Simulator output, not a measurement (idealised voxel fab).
process module | voxel wiring stack
cross-section cut | 215 nm wide | cells 5 nm
A cross-section is a grid of square cells, given in bands from the top down. A band is one or more rows of cells.
Each band's line starts with the height of the band's top and of its bottom, in nm. Then come its materials from left to right, each with its width in nm. One material with "throughout" fills the band from edge to edge. "air" is empty space.
Height 0 is the level under which the wafer as received is all one material. The lowest band goes on downwards, as in "0 down".
A width such as "30 to 40" changes by the same amount from each row of cells to the next, from the band's top row to its bottom row.
"no change" after a step means that no cell of the cross-section changed.
closed voids: empty space of 8 cells or more with no open way to the top, each as width x height at its distance from the left edge, in nm
after a step's settings: what the simulator itself notes on the step
overlay nm, on a step with a mask: how far to the right of its planned place the mask lay; to the left if negative
plan
1 op RECEIVE | material Si
2 op CONFORMAL_DEP | material SiO2 | thk nm 10
3 op CONFORMAL_DEP | material SiN | thk nm 5
4 op DIRECTIONAL_DEP | material SiO2 | thk nm 25
5 op DIRECTIONAL_DEP | material aC | thk nm 15
6 op PATTERN | tone open | mask id METAL_1 | material resist | width nm 30 | pitch nm 50 | thk nm 30 | overlay nm 0
7 op DIRECTIONAL_ETCH | etch materials aC | depth nm 15
8 op STRIP | etch materials resist
9 op DIRECTIONAL_ETCH | etch materials SiO2 | depth nm 25
10 op DIRECTIONAL_ETCH | etch materials SiN | depth nm 5
11 op STRIP | etch materials aC
12 op CONFORMAL_DEP | material TiN | thk nm 5
13 op FILL_DEP | material Cu | thk nm 5
14 op CMP | height nm 40
15 op CONFORMAL_DEP | material SiCN | thk nm 5
16 op DIRECTIONAL_DEP | material SiO2 | thk nm 35
17 op DIRECTIONAL_DEP | material aC | thk nm 15
18 op PATTERN | tone open | mask id METAL_2 | material resist | width nm 30 | pitch nm 50 | thk nm 35 | overlay nm 0
19 op DIRECTIONAL_ETCH | etch materials aC | depth nm 15
20 op STRIP | etch materials resist
21 op DIRECTIONAL_ETCH | etch materials SiO2 | depth nm 20
22 op STRIP | etch materials aC
23 op MASKED_ETCH | tone open | mask id METAL_2_HOLES | width nm 15 | pitch nm 100 | etch materials SiO2 | depth nm 15 | overlay nm 0
24 op MASKED_ETCH | tone open | mask id METAL_2_HOLES | width nm 15 | pitch nm 100 | etch materials SiCN | depth nm 5 | overlay nm 0
25 op CONFORMAL_DEP | material TiN | thk nm 5
26 op FILL_DEP | material Cu | thk nm 5
27 op CMP | height nm 80
28 op CONFORMAL_DEP | material SiCN | thk nm 5
29 op DIRECTIONAL_DEP | material SiO2 | thk nm 15
30 op MASKED_ETCH | tone open | mask id PLUG_2 | width nm 15 | pitch nm 50 | etch materials SiO2 | depth nm 15 | overlay nm 0
31 op MASKED_ETCH | tone open | mask id PLUG_2 | width nm 15 | pitch nm 50 | etch materials SiCN | depth nm 5 | overlay nm 0
32 op CONFORMAL_DEP | material TiN | thk nm 5
33 op FILL_DEP | material Ru | thk nm 10
34 op CMP | height nm 100
35 op CONFORMAL_DEP | material SiCN | thk nm 5
36 op DIRECTIONAL_DEP | material SiO2 | thk nm 20
37 op DIRECTIONAL_DEP | material aC | thk nm 15
38 op PATTERN | tone open | mask id METAL_3 | material resist | width nm 30 | pitch nm 50 | thk nm 35 | overlay nm 0
39 op DIRECTIONAL_ETCH | etch materials aC | depth nm 15
40 op STRIP | etch materials resist
41 op DIRECTIONAL_ETCH | etch materials SiO2 | depth nm 20
42 op DIRECTIONAL_ETCH | etch materials SiCN | depth nm 5
43 op STRIP | etch materials aC
44 op CONFORMAL_DEP | material TiN | thk nm 5
45 op FILL_DEP | material Cu | thk nm 5
46 op CMP | height nm 125
47 op CONFORMAL_DEP | material SiCN | thk nm 5
48 op DIRECTIONAL_DEP | material lowk | thk nm 10
49 op PATTERN | tone open | mask id PLUG_3 | material resist | width nm 15 | pitch nm 50 | thk nm 15 | overlay nm 0
50 op DIRECTIONAL_ETCH | etch materials lowk | depth nm 10
51 op DIRECTIONAL_ETCH | etch materials SiCN | depth nm 5
52 op STRIP | etch materials resist
53 op CONFORMAL_DEP | material TiN | thk nm 5
54 op FILL_DEP | material Ru | thk nm 10
55 op CMP | height nm 140
56 op DIRECTIONAL_DEP | material TiN | thk nm 5
57 op DIRECTIONAL_DEP | material W | thk nm 20
58 op DIRECTIONAL_DEP | material aC | thk nm 10
59 op PATTERN | tone cover | mask id METAL_4 | material resist | width nm 30 | pitch nm 50 | thk nm 25 | overlay nm 0
60 op DIRECTIONAL_ETCH | etch materials aC | depth nm 10
61 op STRIP | etch materials resist
62 op DIRECTIONAL_ETCH | etch materials W | depth nm 20
63 op DIRECTIONAL_ETCH | etch materials TiN | depth nm 5
64 op STRIP | etch materials aC
65 op CONFORMAL_DEP | material SiCN | thk nm 5
66 op FILL_DEP | material SiO2 | thk nm 10
67 op CMP | height nm 165
68 op CONFORMAL_DEP | material SiN | thk nm 5
as received, after step 1
  0 down: Si throughout
  closed voids: none
a wafer at the end: this start, this plan, one mistake
  185 to 180: SiN throughout
  180 to 170: SiO2 throughout
  170 to 165: SiO2 10 | SiCN 40 | SiO2 10 | SiCN 40 | SiO2 10 | SiCN 40 | SiO2 10 | SiCN 40 | SiO2 15
  165 to 145: SiO2 10 | SiCN 5 | W 30 | SiCN 5 | SiO2 10 | SiCN 5 | W 30 | SiCN 5 | SiO2 10 | SiCN 5 | W 30 | SiCN 5 | SiO2 10 | SiCN 5 | W 30 | SiCN 5 | SiO2 15
  145 to 140: SiCN 15 | TiN 30 | SiCN 20 | TiN 30 | SiCN 20 | TiN 30 | SiCN 20 | TiN 30 | SiCN 20
  140 to 130: lowk 15 | TiN 5 | Ru 5 | TiN 5 | lowk 35 | TiN 5 | Ru 5 | TiN 5 | lowk 35 | TiN 5 | Ru 5 | TiN 5 | lowk 35 | TiN 5 | Ru 5 | TiN 5 | lowk 35
  130 to 125: SiCN 15 | TiN 15 | SiCN 35 | TiN 15 | SiCN 35 | TiN 15 | SiCN 35 | TiN 15 | SiCN 35
  125 to 105: SiO2 15 | TiN 5 | Cu 20 | TiN 5 | SiO2 20 | TiN 5 | Cu 20 | TiN 5 | SiO2 20 | TiN 5 | Cu 20 | TiN 5 | SiO2 20 | TiN 5 | Cu 20 | TiN 5 | SiO2 20
  105 to 100: SiCN 15 | TiN 30 | SiCN 20 | TiN 30 | SiCN 20 | TiN 30 | SiCN 20 | TiN 30 | SiCN 20
  100 to 85: SiO2 15 | TiN 5 | Ru 5 | TiN 5 | SiO2 35 | TiN 5 | Ru 5 | TiN 5 | SiO2 35 | TiN 5 | Ru 5 | TiN 5 | SiO2 35 | TiN 5 | Ru 5 | TiN 5 | SiO2 35
  85 to 80: SiCN 15 | TiN 15 | SiCN 35 | TiN 15 | SiCN 35 | TiN 15 | SiCN 35 | TiN 15 | SiCN 35
  80 to 65: SiO2 15 | TiN 5 | Cu 20 | TiN 5 | SiO2 20 | TiN 5 | Cu 20 | TiN 5 | SiO2 20 | TiN 5 | Cu 20 | TiN 5 | SiO2 20 | TiN 5 | Cu 20 | TiN 5 | SiO2 20
  65 to 60: SiO2 15 | TiN 5 | Cu 5 | TiN 20 | SiO2 20 | TiN 30 | SiO2 20 | TiN 5 | Cu 5 | TiN 20 | SiO2 20 | TiN 30 | SiO2 20
  60 to 45: SiO2 15 | TiN 5 | Cu 5 | TiN 5 | SiO2 85 | TiN 5 | Cu 5 | TiN 5 | SiO2 85
  45 to 40: SiCN 15 | TiN 15 | SiCN 85 | TiN 15 | SiCN 85
  40 to 15: SiO2 15 | TiN 5 | Cu 20 | TiN 5 | SiO2 20 | TiN 5 | Cu 20 | TiN 5 | SiO2 20 | TiN 5 | Cu 20 | TiN 5 | SiO2 20 | TiN 5 | Cu 20 | TiN 5 | SiO2 20
  15 to 10: SiN 15 | TiN 30 | SiN 20 | TiN 30 | SiN 20 | TiN 30 | SiN 20 | TiN 30 | SiN 20
  10 to 0: SiO2 throughout
  0 down: Si throughout
  closed voids: none
what went wrong: step 67 was left out
